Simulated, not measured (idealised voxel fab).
voxel wiring stack: a process module
The width of the displayed cross-section, cut, is 150 nm; its cells are square, with a size of 5 nm.
Notation: cross-section as square-cell grid; stated in bands, top first, going down; one or more cell rows per band. The entry gives the band's vertical extent as a top height and a bottom height in nm, then its horizontal make-up as materials from left to right, each with a width in nm. "air" stands for empty space; a single material marked "throughout" fills the band edge to edge. Heights are reckoned from 0. Under this level, the received wafer is all of one material. The bottommost band is open-ended downward, for example "0 down". Per-row width for "30->40": begins at first number (top row of band), ends at second number (bottom row), increment between rows held constant. Step note "identical to before" = no cross-section cell changed. Enclosed voids (no open way to top), threshold 8 cells or more, entry "Enclosed cavity list", notation width x height at distance, distance from left edge, nm. Past the settings on a step's line: simulator remark, on that step. A step's line can hold "overlay nm"; with a mask on that step, the setting says how far right of the planned place the mask lay, while a negative setting says it lay to the left.

Steps in the process plan:
1,RECEIVE,material Si
2,CONFORMAL_DEP,material SiO2,thk nm 15
3,CONFORMAL_DEP,material SiCN,thk nm 5
4,DIRECTIONAL_DEP,material SiO2,thk nm 15
5,DIRECTIONAL_DEP,material aC,thk nm 10
6,PATTERN,tone open,mask id METAL_1,material resist,width nm 25,pitch nm 40,thk nm 25,overlay nm 0
7,DIRECTIONAL_ETCH,etch materials aC,depth nm 10
8,STRIP,etch materials resist
9,DIRECTIONAL_ETCH,etch materials SiO2,depth nm 15
10,DIRECTIONAL_ETCH,etch materials SiCN,depth nm 5
11,STRIP,etch materials aC
12,CONFORMAL_DEP,material TiN,thk nm 5
13,FILL_DEP,material Cu,thk nm 5
14,CMP,height nm 35
15,CONFORMAL_DEP,material SiCN,thk nm 5
16,DIRECTIONAL_DEP,material lowk,thk nm 30
17,DIRECTIONAL_DEP,material aC,thk nm 15
18,PATTERN,tone open,mask id METAL_2,material resist,width nm 25,pitch nm 40,thk nm 30,overlay nm 0
19,DIRECTIONAL_ETCH,etch materials aC,depth nm 15
20,STRIP,etch materials resist
21,DIRECTIONAL_ETCH,etch materials lowk,depth nm 15
22,STRIP,etch materials aC
23,MASKED_ETCH,tone open,mask id METAL_2_HOLES,width nm 15,pitch nm 80,etch materials lowk,depth nm 15,overlay nm 0
24,MASKED_ETCH,tone open,mask id METAL_2_HOLES,width nm 15,pitch nm 80,etch materials SiCN,depth nm 5,overlay nm 0
25,CONFORMAL_DEP,material TiN,thk nm 5
26,FILL_DEP,material Ru,thk nm 10
27,CMP,height nm 70
28,CONFORMAL_DEP,material SiN,thk nm 5

Run as planned: first of two wafers:

Incoming wafer, cross-sectional view, post step 1:
    0 down  Si throughout
    Enclosed cavity list: none

Sectional view: wafer, after step 2:
    15 to 0  SiO2 throughout
    At heights below 0, the structure remains unaltered.

Sectional view: wafer, after step 3:
    20 to 15  SiCN throughout
    At heights below 15, the structure remains unaltered.

Sectional view: wafer, after step 4:
    35 to 20  SiO2 throughout
    At heights below 20, the structure remains unaltered.

Sectional view: wafer, after step 5:
    45 to 35  aC throughout
    At heights below 35, the structure remains unaltered.

Sectional view: wafer, after step 6:
    70 to 45  resist: 20 | air: 25 | resist: 15 | air: 25 | resist: 15 | air: 25 | resist: 25
    At heights below 45, the structure remains unaltered.

Sectional view: wafer, after step 7:
    60 to 45  resist: 20 | air: 25 | resist: 15 | air: 25 | resist: 15 | air: 25 | resist: 25
    45 to 35  aC: 20 | air: 25 | aC: 15 | air: 25 | aC: 15 | air: 25 | aC: 25
    At heights below 35, the structure remains unaltered.

Sectional view: wafer, after step 8:
    45 to 35  aC: 20 | air: 25 | aC: 15 | air: 25 | aC: 15 | air: 25 | aC: 25
    At heights below 35, the structure remains unaltered.

Sectional view: wafer, after step 9:
    45 to 35  aC: 20 | air: 25 | aC: 15 | air: 25 | aC: 15 | air: 25 | aC: 25
    35 to 20  SiO2: 20 | air: 25 | SiO2: 15 | air: 25 | SiO2: 15 | air: 25 | SiO2: 25
    At heights below 20, the structure remains unaltered.

Sectional view: wafer, after step 10:
    45 to 35  aC: 20 | air: 25 | aC: 15 | air: 25 | aC: 15 | air: 25 | aC: 25
    35 to 20  SiO2: 20 | air: 25 | SiO2: 15 | air: 25 | SiO2: 15 | air: 25 | SiO2: 25
    20 to 15  SiCN: 20 | air: 25 | SiCN: 15 | air: 25 | SiCN: 15 | air: 25 | SiCN: 25
    At heights below 15, the structure remains unaltered.

Sectional view: wafer, after step 11:
    35 to 20  SiO2: 20 | air: 25 | SiO2: 15 | air: 25 | SiO2: 15 | air: 25 | SiO2: 25
    At heights below 20, the structure remains unaltered.

Sectional view: wafer, after step 12:
    40 to 35  TiN: 25 | air: 15 | TiN: 25 | air: 15 | TiN: 25 | air: 15 | TiN: 30
    35 to 20  SiO2: 20 | TiN: 5 | air: 15 | TiN: 5 | SiO2: 15 | TiN: 5 | air: 15 | TiN: 5 | SiO2: 15 | TiN: 5 | air: 15 | TiN: 5 | SiO2: 25
    20 to 15  SiCN: 20 | TiN: 25 | SiCN: 15 | TiN: 25 | SiCN: 15 | TiN: 25 | SiCN: 25
    At heights below 15, the structure remains unaltered.

Sectional view: wafer, after step 13:
    45 to 40  Cu throughout
    40 to 35  TiN: 25 | Cu: 15 | TiN: 25 | Cu: 15 | TiN: 25 | Cu: 15 | TiN: 30
    35 to 20  SiO2: 20 | TiN: 5 | Cu: 15 | TiN: 5 | SiO2: 15 | TiN: 5 | Cu: 15 | TiN: 5 | SiO2: 15 | TiN: 5 | Cu: 15 | TiN: 5 | SiO2: 25
    At heights below 20, the structure remains unaltered.

Sectional view: wafer, after step 14:
    35 to 20  SiO2: 20 | TiN: 5 | Cu: 15 | TiN: 5 | SiO2: 15 | TiN: 5 | Cu: 15 | TiN: 5 | SiO2: 15 | TiN: 5 | Cu: 15 | TiN: 5 | SiO2: 25
    At heights below 20, the structure remains unaltered.

Sectional view: wafer, after step 15:
    40 to 35  SiCN throughout
    At heights below 35, the structure remains unaltered.

Sectional view: wafer, after step 16:
    70 to 40  lowk throughout
    At heights below 40, the structure remains unaltered.

Sectional view: wafer, after step 17:
    85 to 70  aC throughout
    At heights below 70, the structure remains unaltered.

Sectional view: wafer, after step 18:
    115 to 85  resist: 20 | air: 25 | resist: 15 | air: 25 | resist: 15 | air: 25 | resist: 25
    At heights below 85, the structure remains unaltered.

Sectional view: wafer, after step 19:
    100 to 85  resist: 20 | air: 25 | resist: 15 | air: 25 | resist: 15 | air: 25 | resist: 25
    85 to 70  aC: 20 | air: 25 | aC: 15 | air: 25 | aC: 15 | air: 25 | aC: 25
    At heights below 70, the structure remains unaltered.

Sectional view: wafer, after step 20:
    85 to 70  aC: 20 | air: 25 | aC: 15 | air: 25 | aC: 15 | air: 25 | aC: 25
    At heights below 70, the structure remains unaltered.

Sectional view: wafer, after step 21:
    85 to 70  aC: 20 | air: 25 | aC: 15 | air: 25 | aC: 15 | air: 25 | aC: 25
    70 to 55  lowk: 20 | air: 25 | lowk: 15 | air: 25 | lowk: 15 | air: 25 | lowk: 25
    At heights below 55, the structure remains unaltered.

Sectional view: wafer, after step 22:
    70 to 55  lowk: 20 | air: 25 | lowk: 15 | air: 25 | lowk: 15 | air: 25 | lowk: 25
    At heights below 55, the structure remains unaltered.

Sectional view: wafer, after step 23:
    70 to 55  lowk: 20 | air: 25 | lowk: 15 | air: 25 | lowk: 15 | air: 25 | lowk: 25
    55 to 40  lowk: 20 | air: 15 | lowk: 65 | air: 15 | lowk: 35
    At heights below 40, the structure remains unaltered.

Sectional view: wafer, after step 24:
    70 to 55  lowk: 20 | air: 25 | lowk: 15 | air: 25 | lowk: 15 | air: 25 | lowk: 25
    55 to 40  lowk: 20 | air: 15 | lowk: 65 | air: 15 | lowk: 35
    40 to 35  SiCN: 20 | air: 15 | SiCN: 65 | air: 15 | SiCN: 35
    At heights below 35, the structure remains unaltered.

Sectional view: wafer, after step 25:
    75 to 70  TiN: 25 | air: 15 | TiN: 25 | air: 15 | TiN: 25 | air: 15 | TiN: 30
    70 to 60  lowk: 20 | TiN: 5 | air: 15 | TiN: 5 | lowk: 15 | TiN: 5 | air: 15 | TiN: 5 | lowk: 15 | TiN: 5 | air: 15 | TiN: 5 | lowk: 25
    60 to 55  lowk: 20 | TiN: 5 | air: 5 | TiN: 15 | lowk: 15 | TiN: 25 | lowk: 15 | TiN: 5 | air: 5 | TiN: 15 | lowk: 25
    55 to 40  lowk: 20 | TiN: 5 | air: 5 | TiN: 5 | lowk: 65 | TiN: 5 | air: 5 | TiN: 5 | lowk: 35
    40 to 35  SiCN: 20 | TiN: 15 | SiCN: 65 | TiN: 15 | SiCN: 35
    At heights below 35, the structure remains unaltered.

Sectional view: wafer, after step 26:
    85 to 75  Ru throughout
    75 to 70  TiN: 25 | Ru: 15 | TiN: 25 | Ru: 15 | TiN: 25 | Ru: 15 | TiN: 30
    70 to 60  lowk: 20 | TiN: 5 | Ru: 15 | TiN: 5 | lowk: 15 | TiN: 5 | Ru: 15 | TiN: 5 | lowk: 15 | TiN: 5 | Ru: 15 | TiN: 5 | lowk: 25
    60 to 55  lowk: 20 | TiN: 5 | Ru: 5 | TiN: 15 | lowk: 15 | TiN: 25 | lowk: 15 | TiN: 5 | Ru: 5 | TiN: 15 | lowk: 25
    55 to 40  lowk: 20 | TiN: 5 | Ru: 5 | TiN: 5 | lowk: 65 | TiN: 5 | Ru: 5 | TiN: 5 | lowk: 35
    At heights below 40, the structure remains unaltered.

Sectional view: wafer, after step 27:
    70 to 60  lowk: 20 | TiN: 5 | Ru: 15 | TiN: 5 | lowk: 15 | TiN: 5 | Ru: 15 | TiN: 5 | lowk: 15 | TiN: 5 | Ru: 15 | TiN: 5 | lowk: 25
    At heights below 60, the structure remains unaltered.

Sectional view: wafer, after step 28:
    75 to 70  SiN throughout
    At heights below 70, the structure remains unaltered.

Notes, second wafer: start = first wafer's, plan = first wafer's, execution had one mistake; history identical to first through step 24:

Second wafer shown in cross-section at the time step 25 was slated to end:
    75 to 60  lowk: 25 | air: 15 | lowk: 25 | air: 15 | lowk: 25 | air: 15 | lowk: 30
    60 to 40  lowk: 25 | air: 5 | lowk: 75 | air: 5 | lowk: 40
    40 to 35  SiCN: 20 | lowk: 15 | SiCN: 65 | lowk: 15 | SiCN: 35
    At heights below 35, the structure remains unaltered.

Second wafer shown in cross-section at the time step 26 was slated to end:
    85 to 75  Ru throughout
    75 to 60  lowk: 25 | Ru: 15 | lowk: 25 | Ru: 15 | lowk: 25 | Ru: 15 | lowk: 30
    60 to 40  lowk: 25 | Ru: 5 | lowk: 75 | Ru: 5 | lowk: 40
    At heights below 40, the structure remains unaltered.

Second wafer shown in cross-section at the time step 27 was slated to end:
    70 to 60  lowk: 25 | Ru: 15 | lowk: 25 | Ru: 15 | lowk: 25 | Ru: 15 | lowk: 30
    At heights below 60, the structure remains unaltered.

Second wafer shown in cross-section at the time step 28 was slated to end:
    75 to 70  SiN throughout
    At heights below 70, the structure remains unaltered.
Error vs. plan: step 25 was processed under conditions differing from the plan, specifically as CONFORMAL_DEP,material lowk,thk nm 5
at the end the second wafer has, in cells: -43 TiN | +43 lowk
